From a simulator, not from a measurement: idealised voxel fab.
This section sets out a process module, namely voxel released beams.
Cross-section cut: width 220 nm, square cells of 5 nm.
We lay out every cross-section as a grid of square cells and spell it out in bands from the top down, where one band means one or more rows of cells. Read a band's entry like this: the first values are the height of its top and the height of its bottom in nm, and what follows is the sequence of materials from left to right, each with its width in nm. Note that "air" is empty space, and that a single material marked "throughout" reaches across the band from edge to edge. All heights in this document are referenced to 0, defined as the level beneath which the wafer, as received, consists entirely of one material. The lowest band is not bounded below; it extends indefinitely downward and is written in the form "top 0, no bottom". A width given as "30->40" starts at the first number in the band's top row and ends at the second number in its bottom row, shifting by an equal amount at every step from row to row. Any step labelled "remained the same" changed none of the cells in the cross-section. "Completely sealed voids" enumerates empty spaces isolated from the top, with no open way to it, that contain at least 8 cells, giving each as width x height at distance from the left edge, all three in nm. That trailing text on a step's line, after the settings, is the simulator's own remark on the step. Regarding "overlay nm": on a step with a mask, it is the distance the mask lay to the right of its planned place; a negative value places it to the left.

[The planned process steps are enumerated hereunder]
step 1: RECEIVE (material Si)
step 2: CONFORMAL_DEP (material Al2O3; thk nm 10)
step 3: DIRECTIONAL_DEP (material SiO2; thk nm 10)
step 4: PATTERN (tone open; mask id ANCHOR; material resist; width nm 35; thk nm 15; overlay nm 0)
step 5: DIRECTIONAL_ETCH (etch materials SiO2; depth nm 10)
step 6: STRIP (etch materials resist)
step 7: CONFORMAL_DEP (material polySi; thk nm 15)
step 8: DIRECTIONAL_DEP (material aC; thk nm 15)
step 9: PATTERN (tone cover; mask id BEAM; material resist; width nm 75; thk nm 30; overlay nm 0)
step 10: DIRECTIONAL_ETCH (etch materials aC; depth nm 15)
step 11: STRIP (etch materials resist)
step 12: DIRECTIONAL_ETCH (etch materials polySi; depth nm 15)
step 13: STRIP (etch materials aC)
step 14: STRIP (etch materials SiO2)
The plan's step 9 width nm is the first wafer's value; the wafers differ in this setting and start identical.

[First of several wafers, received after step 1, in cross-section]
- top 0, no bottom: Si throughout
- Completely sealed voids: none

[Here's the first of several wafers in cross-section, end of the module, after the last step, step 14]
- top 35, bottom 25: air (70), then polySi (15), then air (5), then polySi (55), then air (75)
- top 25, bottom 20: air (70), then polySi (75), then air (75)
- top 20, bottom 10: air (70), then polySi (35), then air (115)
- top 10, bottom 0: Al2O3 throughout
- top 0, no bottom: Si throughout
- Completely sealed voids: none

[Cross-section of the final wafer among several, taken at the end of the module]
- top 35, bottom 25: air (60), then polySi (25), then air (5), then polySi (70), then air (60)
- top 25, bottom 20: air (60), then polySi (100), then air (60)
- top 20, bottom 10: air (70), then polySi (35), then air (115)
- top 10, bottom 0: Al2O3 throughout
- top 0, no bottom: Si throughout
- Completely sealed voids: none

[Gained (+) or lost (-) cells of each material since receipt, then closed voids: one row per wafer, at the end of the module]
width nm 75, +88 Al2O3, +57 polySi, Completely sealed voids: none
width nm 80, +88 Al2O3, +60 polySi, Completely sealed voids: none
width nm 85, +88 Al2O3, +63 polySi, Completely sealed voids: none
width nm 90, +88 Al2O3, +66 polySi, Completely sealed voids: none
width nm 95, +88 Al2O3, +69 polySi, Completely sealed voids: none
width nm 100, +88 Al2O3, +72 polySi, Completely sealed voids: none
